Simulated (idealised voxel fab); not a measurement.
Name of the process module below: voxel capacitor over wiring
We display cut, a cross-section 255 nm in width whose square cells are each 5 nm.
Just so we're on the same page, the cross-sections are grids of square cells, and they're listed out in bands top to bottom, each band one or more rows deep. For a band, the entry starts with two heights in nm, that of the top and then that of the bottom, and carries on with the band's materials in order from left to right, each alongside its width in nm; the word "edge to edge" beside a single material means it fills the band edge to edge, and "empty" means empty space. The level at which height equals 0 is the one under which the wafer, as it arrives, is entirely one material. No lower edge exists for the bottom band, which continues downward and is notated as in "0 and below". Graded width ("30->40"): value in top row of band = first number; value in bottom row = second number; row-to-row change constant. No cell of the cross-section changed in a step that is given as "stayed the same". The entry titled "Catalogued sealed voids" provides the empty spaces that have no open way to the top, restricted to those of 8 cells or more. Each is presented as width x height at distance, the distance being measured from the left edge, with all three in nm. What comes after the settings on a step's line is commentary from the simulator itself on that step. Regarding "overlay nm": on a step with a mask, it is the distance the mask lay to the right of its planned place; a negative value places it to the left.

INTENDED PROCESS STEPS
step 1: RECEIVE with material Si
step 2: CONFORMAL_DEP with material SiO2, thk nm 15
step 3: CONFORMAL_DEP with material SiCN, thk nm 5
step 4: DIRECTIONAL_DEP with material lowk, thk nm 15
step 5: PATTERN with tone open, mask id METAL_1, material resist, width nm 25, pitch nm 90, thk nm 15, overlay nm 0
step 6: DIRECTIONAL_ETCH with etch materials lowk, depth nm 15
step 7: DIRECTIONAL_ETCH with etch materials SiCN, depth nm 5
step 8: STRIP with etch materials resist
step 9: CONFORMAL_DEP with material TiN, thk nm 5
step 10: FILL_DEP with material Cu, thk nm 5
step 11: CMP with height nm 35
step 12: EPI with material Ru, thk nm 5
step 13: FILL_DEP with material SiCN, thk nm 5
step 14: DIRECTIONAL_DEP with material lowk, thk nm 15
step 15: DIRECTIONAL_DEP with material aC, thk nm 10
step 16: PATTERN with tone open, mask id PLUG_1, material resist, width nm 15, thk nm 25, overlay nm 0
step 17: DIRECTIONAL_ETCH with etch materials aC, depth nm 10
step 18: STRIP with etch materials resist
step 19: DIRECTIONAL_ETCH with etch materials lowk, depth nm 15
step 20: DIRECTIONAL_ETCH with etch materials SiCN, depth nm 5
step 21: STRIP with etch materials aC
step 22: EPI with material Ru, thk nm 10
step 23: EPI with material Ru, thk nm 10
step 24: DIRECTIONAL_DEP with material TiN, thk nm 5
step 25: DIRECTIONAL_DEP with material SiN, thk nm 5
step 26: DIRECTIONAL_DEP with material TiN, thk nm 10
step 27: MASKED_ETCH with tone cover, mask id UPPER_PLATE, width nm 70, etch materials TiN, depth nm 10, overlay nm 0
step 28: MASKED_ETCH with tone cover, mask id UPPER_PLATE, width nm 70, etch materials SiN, depth nm 5, overlay nm 0
step 29: PATTERN with tone cover, mask id LOWER_PLATE, material resist, width nm 80, thk nm 15, overlay nm 0
step 30: DIRECTIONAL_ETCH with etch materials TiN, depth nm 5
step 31: STRIP with etch materials resist
step 32: FILL_DEP with material SiO2, thk nm 15
step 33: CMP with height nm 90
step 34: PATTERN with tone open, mask id PLUG_2, material resist, width nm 15, thk nm 15, overlay nm 0
step 35: DIRECTIONAL_ETCH with etch materials SiO2, depth nm 10
step 36: STRIP with etch materials resist
step 37: CONFORMAL_DEP with material TiN, thk nm 5
step 38: FILL_DEP with material W, thk nm 5
step 39: CMP with height nm 90
step 40: CONFORMAL_DEP with material SiN, thk nm 5

STEP 1 COMPLETE: CROSS-SECTION OF THE WAFER AS RECEIVED
    0 and below = Si edge to edge
    Catalogued sealed voids: none

HERE'S THE WAFER CUT IN CROSS-SECTION AFTER THE MODULE, STARTED AND PLANNED JUST LIKE ABOVE, EXCEPT ONE THING WAS DONE WRONG IN THE RUN
    95 down to 90 = SiN edge to edge
    90 down to 85 = 90 nm SiO2, then 5 nm TiN, then 5 nm W, then 5 nm TiN, then 150 nm SiO2
    85 down to 80 = 90 nm SiO2, then 15 nm TiN, then 150 nm SiO2
    80 down to 70 = 80 nm SiO2, then 70 nm TiN, then 105 nm SiO2
    70 down to 65 = 80 nm SiO2, then 80 nm SiN, then 95 nm SiO2
    65 down to 60 = 75 nm SiO2, then 85 nm TiN, then 95 nm SiO2
    60 down to 45 = 80 nm lowk, then 15 nm Ru, then 160 nm lowk
    45 down to 40 = 80 nm SiCN, then 15 nm Ru, then 160 nm SiCN
    40 down to 35 = 65 nm SiCN, then 35 nm Ru, then 55 nm SiCN, then 35 nm Ru, then 65 nm SiCN
    35 down to 20 = 70 nm lowk, then 5 nm TiN, then 15 nm Cu, then 5 nm TiN, then 65 nm lowk, then 5 nm TiN, then 15 nm Cu, then 5 nm TiN, then 70 nm lowk
    20 down to 15 = 70 nm SiCN, then 25 nm TiN, then 65 nm SiCN, then 25 nm TiN, then 70 nm SiCN
    15 down to 0 = SiO2 edge to edge
    0 and below = Si edge to edge
    Catalogued sealed voids: none
Deviation noted in wafer processing: step 28 off recipe, ran as MASKED_ETCH with tone cover, mask id UPPER_PLATE, width nm 70, etch materials SiN, depth nm 5, overlay nm 10
